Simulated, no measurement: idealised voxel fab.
Presented below is a process module, voxel wiring stack.
The figure presents cross-section cut, which has a width of 190 nm and is divided into square cells with an edge length of 5 nm.
Reading order for cross-sections: top band down to bottom band. Underlying form: a grid of square cells. Band size: one or more rows of cells.
Band: top and bottom heights (nm) first, top before bottom; then materials from left to right, widths in nm. "edge to edge" marks a sole material filling the band edge to edge. "blank" denotes empty space.
We count height from 0. Below that, the starting wafer is all one material. The lowest band never ends at the bottom but goes on down; see "0 and below" for how that is written.
The notation "30..40" denotes a width that varies across the rows of cells in the band, beginning at the first number in the top row, finishing at the second number in the bottom row, and changing by an identical amount from each row to the next.
The cross-section has no changed cell in any step marked "nothing got changed".
Heads up: "Closed void inventory" only lists the empty pockets with no open path to the top that are 8 cells or more, and it writes them as width x height at distance, distance from the left edge, in nm.
Anything after a step's settings on that line? It's the simulator's own note about the step.
You can add "overlay nm" to a step's line. For a step with a mask, it describes how far the mask lay to the right of its planned position, and a negative number describes a lay to the left.

Process steps - plan:
1) RECEIVE [material Si]
2) CONFORMAL_DEP [material SiO2] [thk nm 10]
3) CONFORMAL_DEP [material SiN] [thk nm 5]
4) DIRECTIONAL_DEP [material lowk] [thk nm 15]
5) DIRECTIONAL_DEP [material aC] [thk nm 10]
6) PATTERN [tone open] [mask id METAL_1] [material resist] [width nm 30] [pitch nm 60] [thk nm 30] [overlay nm 0]
7) DIRECTIONAL_ETCH [etch materials aC] [depth nm 10]
8) STRIP [etch materials resist]
9) DIRECTIONAL_ETCH [etch materials lowk] [depth nm 15]
10) DIRECTIONAL_ETCH [etch materials SiN] [depth nm 5]
11) STRIP [etch materials aC]
12) CONFORMAL_DEP [material TiN] [thk nm 5]
13) FILL_DEP [material Cu] [thk nm 10]
14) CMP [height nm 30]
15) EPI [material Ru] [thk nm 5]
16) FILL_DEP [material SiCN] [thk nm 5]
17) DIRECTIONAL_DEP [material SiO2] [thk nm 15]
18) PATTERN [tone open] [mask id PLUG_1] [material resist] [width nm 15] [pitch nm 60] [thk nm 20] [overlay nm 0]
19) DIRECTIONAL_ETCH [etch materials SiO2] [depth nm 15]
20) DIRECTIONAL_ETCH [etch materials SiCN] [depth nm 5]
21) STRIP [etch materials resist]
22) CONFORMAL_DEP [material TiN] [thk nm 5]
23) FILL_DEP [material Ru] [thk nm 10]
24) CMP [height nm 55]
25) DIRECTIONAL_DEP [material TiN] [thk nm 5]
26) DIRECTIONAL_DEP [material W] [thk nm 20]
27) MASKED_ETCH [tone cover] [mask id METAL_2] [width nm 30] [pitch nm 60] [etch materials W] [depth nm 20] [overlay nm 0]
28) MASKED_ETCH [tone cover] [mask id METAL_2] [width nm 30] [pitch nm 60] [etch materials TiN] [depth nm 5] [overlay nm 0]
29) FILL_DEP [material SiO2] [thk nm 5]
30) CMP [height nm 80]
31) CONFORMAL_DEP [material SiCN] [thk nm 5]

Incoming wafer in cross-section (state: after step 1):
* 0 and below = Si edge to edge
* Closed void inventory: none

The first of the two wafers as seen in cross-section once the module was finished; processing followed the plan:
* 85 down to 80 = SiCN edge to edge
* 80 down to 60 = 20 nm SiO2 / 30 nm W / 30 nm SiO2 / 30 nm W / 30 nm SiO2 / 30 nm W / 20 nm SiO2
* 60 down to 55 = 20 nm SiO2 / 30 nm TiN / 30 nm SiO2 / 30 nm TiN / 30 nm SiO2 / 30 nm TiN / 20 nm SiO2
* 55 down to 40 = 20 nm SiO2 / 5 nm TiN / 5 nm Ru / 5 nm TiN / 45 nm SiO2 / 5 nm TiN / 5 nm Ru / 5 nm TiN / 45 nm SiO2 / 5 nm TiN / 5 nm Ru / 5 nm TiN / 35 nm SiO2
* 40 down to 35 = 20 nm SiCN / 15 nm TiN / 45 nm SiCN / 15 nm TiN / 45 nm SiCN / 15 nm TiN / 35 nm SiCN
* 35 down to 30 = 15 nm SiCN / 40 nm Ru / 20 nm SiCN / 40 nm Ru / 20 nm SiCN / 40 nm Ru / 15 nm SiCN
* 30 down to 15 = 20 nm lowk / 5 nm TiN / 20 nm Cu / 5 nm TiN / 30 nm lowk / 5 nm TiN / 20 nm Cu / 5 nm TiN / 30 nm lowk / 5 nm TiN / 20 nm Cu / 5 nm TiN / 20 nm lowk
* 15 down to 10 = 20 nm SiN / 30 nm TiN / 30 nm SiN / 30 nm TiN / 30 nm SiN / 30 nm TiN / 20 nm SiN
* 10 down to 0 = SiO2 edge to edge
* 0 and below = Si edge to edge
* Closed void inventory: none

Second wafer cross-section at end of module - shared start and plan with the first, one mistake in the run:
* 85 down to 80 = SiCN edge to edge
* 80 down to 60 = 20 nm SiO2 / 30 nm W / 30 nm SiO2 / 30 nm W / 30 nm SiO2 / 30 nm W / 20 nm SiO2
* 60 down to 55 = 20 nm SiO2 / 30 nm TiN / 30 nm SiO2 / 30 nm TiN / 30 nm SiO2 / 30 nm TiN / 20 nm SiO2
* 55 down to 40 = 20 nm SiO2 / 5 nm TiN / 5 nm Ru / 5 nm TiN / 45 nm SiO2 / 5 nm TiN / 5 nm Ru / 5 nm TiN / 45 nm SiO2 / 5 nm TiN / 5 nm Ru / 5 nm TiN / 35 nm SiO2
* 40 down to 35 = 20 nm SiCN / 15 nm TiN / 45 nm SiCN / 15 nm TiN / 45 nm SiCN / 15 nm TiN / 35 nm SiCN
* 35 down to 30 = 15 nm SiCN / 40 nm Ru / 20 nm SiCN / 40 nm Ru / 20 nm SiCN / 40 nm Ru / 15 nm SiCN
* 30 down to 20 = 20 nm lowk / 5 nm TiN / 20 nm Cu / 5 nm TiN / 30 nm lowk / 5 nm TiN / 20 nm Cu / 5 nm TiN / 30 nm lowk / 5 nm TiN / 20 nm Cu / 5 nm TiN / 20 nm lowk
* 20 down to 15 = 20 nm lowk / 30 nm TiN / 30 nm lowk / 30 nm TiN / 30 nm lowk / 30 nm TiN / 20 nm lowk
* 15 down to 10 = lowk edge to edge
* 10 down to 0 = SiO2 edge to edge
* 0 and below = Si edge to edge
* Closed void inventory: none
Deviation noted in wafer processing: rather than as planned, step 3 actually ran as CONFORMAL_DEP [material lowk] [thk nm 5]
Looking at both finished wafers in cells, the second ends up ahead of or behind the first on some materials: -12 Cu, -20 SiN, -6 TiN, +38 lowk
